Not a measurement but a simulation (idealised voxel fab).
Process module, titled voxel capacitor over wiring
220 nm wide, 5 nm square cells: that's cross-section cut.
Throughout this document, each cross-section is represented as a grid of square cells and is presented as a sequence of bands enumerated from the top downward, where a band comprises one or more rows of cells.
It is stipulated that each band's entry specify, in nanometres, the height of the top of the band and then that of its bottom, followed by the materials of the band in left-to-right sequence, each together with its width in nanometres. A single material marked by the word "full width" is understood to fill the band from edge to edge; the word "empty" is understood to denote empty space.
Beneath 0, the wafer as received is one material, and that level is where height counting begins. The lowest band goes on downward without a bottom; it is written like "0..down".
When a width is written as two numbers, as in "30->40", the first number is the width in the top row of cells of the band and the second is the width in its bottom row, and the width changes by the same amount from each row to the next.
Reading "no alteration" for a step: not a cell of the cross-section changed in it.
Look at "Listed closed voids" for the closed voids: empty spaces with no open path to the top, sized 8 cells or up. Each is width x height at distance, distance from the left edge, all nm.
Heads up: the bit after the settings on a step's line is the simulator's remark on that step.
"overlay nm" answers the question of how far to the right of plan the mask lay on a step that has a mask, and when it is negative the answer is to the left.
Listed below are the process steps as planned:
- 1: RECEIVE with material Si
- 2: CONFORMAL_DEP with material SiO2, thk nm 15
- 3: CONFORMAL_DEP with material SiN, thk nm 5
- 4: DIRECTIONAL_DEP with material SiO2, thk nm 25
- 5: MASKED_ETCH with tone open, mask id METAL_1, width nm 20, pitch nm 80, etch materials SiO2, depth nm 25, overlay nm 0
- 6: MASKED_ETCH with tone open, mask id METAL_1, width nm 20, pitch nm 80, etch materials SiN, depth nm 5, overlay nm 0
- 7: CONFORMAL_DEP with material TiN, thk nm 5
- 8: FILL_DEP with material Ru, thk nm 10
- 9: CMP with height nm 45
- 10: EPI with material Ru, thk nm 5
- 11: FILL_DEP with material SiCN, thk nm 5
- 12: DIRECTIONAL_DEP with material lowk, thk nm 10
- 13: MASKED_ETCH with tone open, mask id PLUG_1, width nm 15, etch materials lowk, depth nm 10, overlay nm 0
- 14: MASKED_ETCH with tone open, mask id PLUG_1, width nm 15, etch materials SiCN, depth nm 5, overlay nm 0
- 15: EPI with material Ru, thk nm 10
- 16: EPI with material Ru, thk nm 5
- 17: DIRECTIONAL_DEP with material TiN, thk nm 10
- 18: DIRECTIONAL_DEP with material Al2O3, thk nm 5
- 19: DIRECTIONAL_DEP with material TiN, thk nm 10
- 20: PATTERN with tone cover, mask id UPPER_PLATE, material resist, width nm 65, thk nm 20, overlay nm 0
- 21: DIRECTIONAL_ETCH with etch materials TiN, depth nm 10
- 22: DIRECTIONAL_ETCH with etch materials Al2O3, depth nm 5
- 23: STRIP with etch materials resist
- 24: DIRECTIONAL_DEP with material aC, thk nm 15
- 25: PATTERN with tone cover, mask id LOWER_PLATE, material resist, width nm 75, thk nm 30, overlay nm 0
- 26: DIRECTIONAL_ETCH with etch materials aC, depth nm 15
- 27: STRIP with etch materials resist
- 28: DIRECTIONAL_ETCH with etch materials TiN, depth nm 10
- 29: STRIP with etch materials aC
- 30: FILL_DEP with material SiO2, thk nm 15
- 31: CMP with height nm 100
- 32: DIRECTIONAL_DEP with material aC, thk nm 15
- 33: PATTERN with tone open, mask id PLUG_2, material resist, width nm 15, thk nm 35, overlay nm 0
- 34: DIRECTIONAL_ETCH with etch materials aC, depth nm 15
- 35: STRIP with etch materials resist
- 36: DIRECTIONAL_ETCH with etch materials SiO2, depth nm 10
- 37: STRIP with etch materials aC
- 38: CONFORMAL_DEP with material TiN, thk nm 5
- 39: FILL_DEP with material Ru, thk nm 5
- 40: CMP with height nm 100
- 41: CONFORMAL_DEP with material SiN, thk nm 5
So this is the incoming wafer in cross-section - it's already been through step 1:
> 0..down: Si full width
> Listed closed voids: none
Cross-section taken at module completion on the first of two wafers; processed per the plan:
> 105..100: SiN full width
> 100..95: 75 SiO2 | 5 TiN | 5 Ru | 5 TiN | 130 SiO2
> 95..90: 75 SiO2 | 15 TiN | 130 SiO2
> 90..80: 65 SiO2 | 65 TiN | 90 SiO2
> 80..75: 65 SiO2 | 65 Al2O3 | 90 SiO2
> 75..65: 60 SiO2 | 75 TiN | 85 SiO2
> 65..55: 65 lowk | 15 Ru | 140 lowk
> 55..50: 65 SiCN | 15 Ru | 140 SiCN
> 50..45: 55 SiCN | 30 Ru | 50 SiCN | 30 Ru | 55 SiCN
> 45..20: 60 SiO2 | 5 TiN | 10 Ru | 5 TiN | 60 SiO2 | 5 TiN | 10 Ru | 5 TiN | 60 SiO2
> 20..15: 60 SiN | 20 TiN | 60 SiN | 20 TiN | 60 SiN
> 15..0: SiO2 full width
> 0..down: Si full width
> Listed closed voids: none
Presented here is a cross-section of the second of the two wafers as it stood at the end of the module. It was started in the same manner and assigned the same plan as the first wafer; however, one mistake was made in its execution:
> 105..100: aC full width
> 100..95: 75 SiO2 | 5 TiN | 5 Ru | 5 TiN | 130 SiO2
> 95..90: 75 SiO2 | 15 TiN | 130 SiO2
> 90..80: 65 SiO2 | 65 TiN | 90 SiO2
> 80..75: 65 SiO2 | 65 Al2O3 | 90 SiO2
> 75..65: 60 SiO2 | 75 TiN | 85 SiO2
> 65..55: 65 lowk | 15 Ru | 140 lowk
> 55..50: 65 SiCN | 15 Ru | 140 SiCN
> 50..45: 55 SiCN | 30 Ru | 50 SiCN | 30 Ru | 55 SiCN
> 45..20: 60 SiO2 | 5 TiN | 10 Ru | 5 TiN | 60 SiO2 | 5 TiN | 10 Ru | 5 TiN | 60 SiO2
> 20..15: 60 SiN | 20 TiN | 60 SiN | 20 TiN | 60 SiN
> 15..0: SiO2 full width
> 0..down: Si full width
> Listed closed voids: none
What was done differently from what was planned? step 41 went in with a setting other than planned; the actual run was CONFORMAL_DEP with material aC, thk nm 5
End check, counted in cells, second wafer has more or fewer of these materials than the first: 44 fewer of SiN, 44 more of aC
